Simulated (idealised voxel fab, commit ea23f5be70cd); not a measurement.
You're looking at the process module voxel tone inversion.
Section shown: cut. Width: 235 nm. Cell size: 5 nm, square.
In what follows, cross-sections appear as grids of square cells, described through bands that run from the top down, where every band is one or more rows of cells.
Basically the band line says how high the top is and how high the bottom is, in nm, and then what's in it from left to right, every material with its width in nm. Empty space shows up as "blank", and if a single material carries "throughout" it runs the full band edge to edge.
Heights are measured from 0, the level below which the as-received wafer is all one material; the lowest band has no bottom and continues downward, written as in "0 and below".
It should be noted that a width expressed as "30 to 40" varies in equal increments from row to row of cells within the band, taking the value of the first number at the top row and that of the second number at the bottom row.
What does "stayed the same" mean for a step? It means no cell of the cross-section changed in that step.
This entry, "Enclosed void entries", enumerates those empty regions of no fewer than 8 cells that possess no open connection to the top. Each region is reported in the form width x height at distance, the distance being taken from the left edge, with all three quantities expressed in nm.
That trailing text on a step's line, after the settings, is the simulator's own remark on the step.
"overlay nm" denotes, for a step that has a mask, the displacement of the mask to the right of its planned place, with negative values corresponding to the left.

**Here's what the planned process steps look like**
1 RECEIVE (material Si)
2 CONFORMAL_DEP (material SiCN; thk nm 5)
3 DIRECTIONAL_DEP (material aC; thk nm 15)
4 PATTERN (tone cover; mask id POSTS; material resist; width nm 20; pitch nm 45; thk nm 25; overlay nm 0)
5 DIRECTIONAL_ETCH (etch materials aC; depth nm 15)
6 STRIP (etch materials resist)
7 FILL_DEP (material SiO2; thk nm 5)
8 CMP (height nm 20)
9 STRIP (etch materials aC)
10 CONFORMAL_DEP (material TiN; thk nm 5)
11 FILL_DEP (material W; thk nm 10)
12 CMP (height nm 20)
13 CONFORMAL_DEP (material SiN; thk nm 5)

**First of two wafers: run as planned**

**Incoming wafer, cross-sectional view, post step 1**
  0 and below  Si throughout
  Enclosed void entries: none

**The wafer in cross-section once step 2 is complete**
  5 down to 0  SiCN throughout
  below 0: unchanged

**The wafer in cross-section once step 3 is complete**
  20 down to 5  aC throughout
  below 5: unchanged

**The wafer in cross-section once step 4 is complete**
  45 down to 20  85 nm blank; 20 nm resist; 25 nm blank; 20 nm resist; 85 nm blank
  below 20: unchanged

**The wafer in cross-section once step 5 is complete**
  30 down to 20  85 nm blank; 20 nm resist; 25 nm blank; 20 nm resist; 85 nm blank
  20 down to 5  85 nm blank; 20 nm aC; 25 nm blank; 20 nm aC; 85 nm blank
  below 5: unchanged

**The wafer in cross-section once step 6 is complete**
  20 down to 5  85 nm blank; 20 nm aC; 25 nm blank; 20 nm aC; 85 nm blank
  below 5: unchanged

**The wafer in cross-section once step 7 is complete**
  25 down to 20  SiO2 throughout
  20 down to 5  85 nm SiO2; 20 nm aC; 25 nm SiO2; 20 nm aC; 85 nm SiO2
  below 5: unchanged

**The wafer in cross-section once step 8 is complete**
  20 down to 5  85 nm SiO2; 20 nm aC; 25 nm SiO2; 20 nm aC; 85 nm SiO2
  below 5: unchanged

**The wafer in cross-section once step 9 is complete**
  20 down to 5  85 nm SiO2; 20 nm blank; 25 nm SiO2; 20 nm blank; 85 nm SiO2
  below 5: unchanged

**The wafer in cross-section once step 10 is complete**
  25 down to 20  90 nm TiN; 10 nm blank; 35 nm TiN; 10 nm blank; 90 nm TiN
  20 down to 10  85 nm SiO2; 5 nm TiN; 10 nm blank; 5 nm TiN; 25 nm SiO2; 5 nm TiN; 10 nm blank; 5 nm TiN; 85 nm SiO2
  10 down to 5  85 nm SiO2; 20 nm TiN; 25 nm SiO2; 20 nm TiN; 85 nm SiO2
  below 5: unchanged

**The wafer in cross-section once step 11 is complete**
  35 down to 25  W throughout
  25 down to 20  90 nm TiN; 10 nm W; 35 nm TiN; 10 nm W; 90 nm TiN
  20 down to 10  85 nm SiO2; 5 nm TiN; 10 nm W; 5 nm TiN; 25 nm SiO2; 5 nm TiN; 10 nm W; 5 nm TiN; 85 nm SiO2
  below 10: unchanged

**The wafer in cross-section once step 12 is complete**
  20 down to 10  85 nm SiO2; 5 nm TiN; 10 nm W; 5 nm TiN; 25 nm SiO2; 5 nm TiN; 10 nm W; 5 nm TiN; 85 nm SiO2
  below 10: unchanged

**The wafer in cross-section once step 13 is complete**
  25 down to 20  SiN throughout
  below 20: unchanged

**Wafer two of the pair: same origin, same plan, one error during the run; identical to wafer one up to and including step 1**

**Second wafer, cross-section, planned end of step 2**
  15 down to 0  aC throughout
  below 0: unchanged

**Second wafer, cross-section, planned end of step 3**
  20 down to 15  SiCN throughout
  below 15: unchanged

**Second wafer, cross-section, planned end of step 4**
  45 down to 20  85 nm blank; 20 nm resist; 25 nm blank; 20 nm resist; 85 nm blank
  below 20: unchanged

**Second wafer, cross-section, planned end of step 5**
  30 down to 20  85 nm blank; 20 nm resist; 25 nm blank; 20 nm resist; 85 nm blank
  below 20: unchanged

**Second wafer, cross-section, planned end of step 6**
  20 down to 15  SiCN throughout
  below 15: unchanged

**Second wafer, cross-section, planned end of step 7**
  25 down to 20  SiO2 throughout
  below 20: unchanged

**Second wafer, cross-section, planned end of step 8**
  20 down to 15  SiCN throughout
  below 15: unchanged

Second wafer, cross-section, planned end of step 9: stayed the same

**Second wafer, cross-section, planned end of step 10**
  25 down to 20  TiN throughout
  below 20: unchanged

**Second wafer, cross-section, planned end of step 11**
  35 down to 25  W throughout
  below 25: unchanged

**Second wafer, cross-section, planned end of step 12**
  20 down to 15  SiCN throughout
  below 15: unchanged

**Second wafer, cross-section, planned end of step 13**
  25 down to 20  SiN throughout
  below 20: unchanged
Deviation from plan: steps 2 and 3: order swapped relative to plan
Once processing is complete, comparing cell counts shows that the second wafer has more or fewer of certain materials than the first: 117 fewer of SiO2, 16 fewer of TiN, 8 fewer of W, 141 more of aC
